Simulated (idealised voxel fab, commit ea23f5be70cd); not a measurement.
A process module follows: voxel air gaps.
Square cells of 5 nm make up the cross-section cut, whose width is 170 nm.
Cross-section, as written here: a square-cell grid given band by band from the top down, where a band holds one or more rows of cells. Band: top and bottom heights (nm) first, top before bottom; then materials from left to right, widths in nm. "throughout" marks a sole material filling the band edge to edge. "air" denotes empty space. Note: height 0 marks the level under which the wafer is uniformly one material as received. Lowest band unbounded below, written "0..down". Read "30 to 40" as a graded width: first number on top, second number at the bottom, same change between each pair of neighbouring rows. "nothing got changed", as given for a step, is the statement that not any cell of the cross-section underwent a change during that step. Closed empty spaces (no open way to the top) of 8 cells or more are what "Voids, fully enclosed" lists, each as width x height at distance from the left edge, nm for all three. That trailing text on a step's line, after the settings, is the simulator's own remark on the step. "overlay nm" answers the question of how far to the right of plan the mask lay on a step that has a mask, and when it is negative the answer is to the left.

STEPS PLANNED FOR THE PROCESS
1) op RECEIVE | material Si
2) op CONFORMAL_DEP | material SiO2 | thk nm 10
3) op CONFORMAL_DEP | material SiN | thk nm 5
4) op DIRECTIONAL_DEP | material SiO2 | thk nm 40
5) op PATTERN | tone open | mask id LINES | material resist | width nm 25 | pitch nm 50 | thk nm 20 | overlay nm 0
6) op DIRECTIONAL_ETCH | etch materials SiO2 | depth nm 40
7) op STRIP | etch materials resist
8) op CONFORMAL_DEP | material TiN | thk nm 5
9) op FILL_DEP | material Cu | thk nm 5
10) op CMP | height nm 55
11) op EPI | material Ru | thk nm 10
12) op SELECTIVE_ETCH | etch materials SiO2 | depth nm 50
13) op CONFORMAL_DEP | material SiN | thk nm 5

CROSS-SECTIONAL VIEW OF THE WAFER IN ITS AS-RECEIVED CONDITION, CORRESPONDING TO THE STATE AFTER STEP 1
  0..down | Si throughout
  Voids, fully enclosed: none

LOOK AT THE CROSS-SECTION AFTER THE MODULE: THE WAFER STARTED OUT THE WAY SHOWN ABOVE AND THE PLAN WAS THE ONE SHOWN ABOVE, YET ONE MISTAKE WAS MADE ALONG THE WAY
  70..65 | air (10)  SiN (155)  air (5)
  65..55 | air (10)  SiN (5)  Ru (45)  SiN (5)  Ru (45)  SiN (5)  Ru (45)  SiN (5)  air (5)
  55..50 | air (10)  SiN (15)  TiN (5)  Cu (15)  TiN (5)  SiN (25)  TiN (5)  Cu (15)  TiN (5)  SiN (25)  TiN (5)  Cu (15)  TiN (5)  SiN (15)  air (5)
  50..20 | air (20)  SiN (5)  TiN (5)  Cu (15)  TiN (5)  SiN (5)  air (15)  SiN (5)  TiN (5)  Cu (15)  TiN (5)  SiN (5)  air (15)  SiN (5)  TiN (5)  Cu (15)  TiN (5)  SiN (5)  air (15)
  20..15 | SiN (25)  TiN (25)  SiN (25)  TiN (25)  SiN (25)  TiN (25)  SiN (20)
  15..10 | SiN throughout
  10..0 | SiO2 throughout
  0..down | Si throughout
  Voids, fully enclosed: 15 x 30 at 55; 15 x 30 at 105
Where did the run depart from the plan? step 5 ran differently from the plan; actual operation with settings: op PATTERN | tone open | mask id LINES | material resist | width nm 25 | pitch nm 50 | thk nm 20 | overlay nm 5
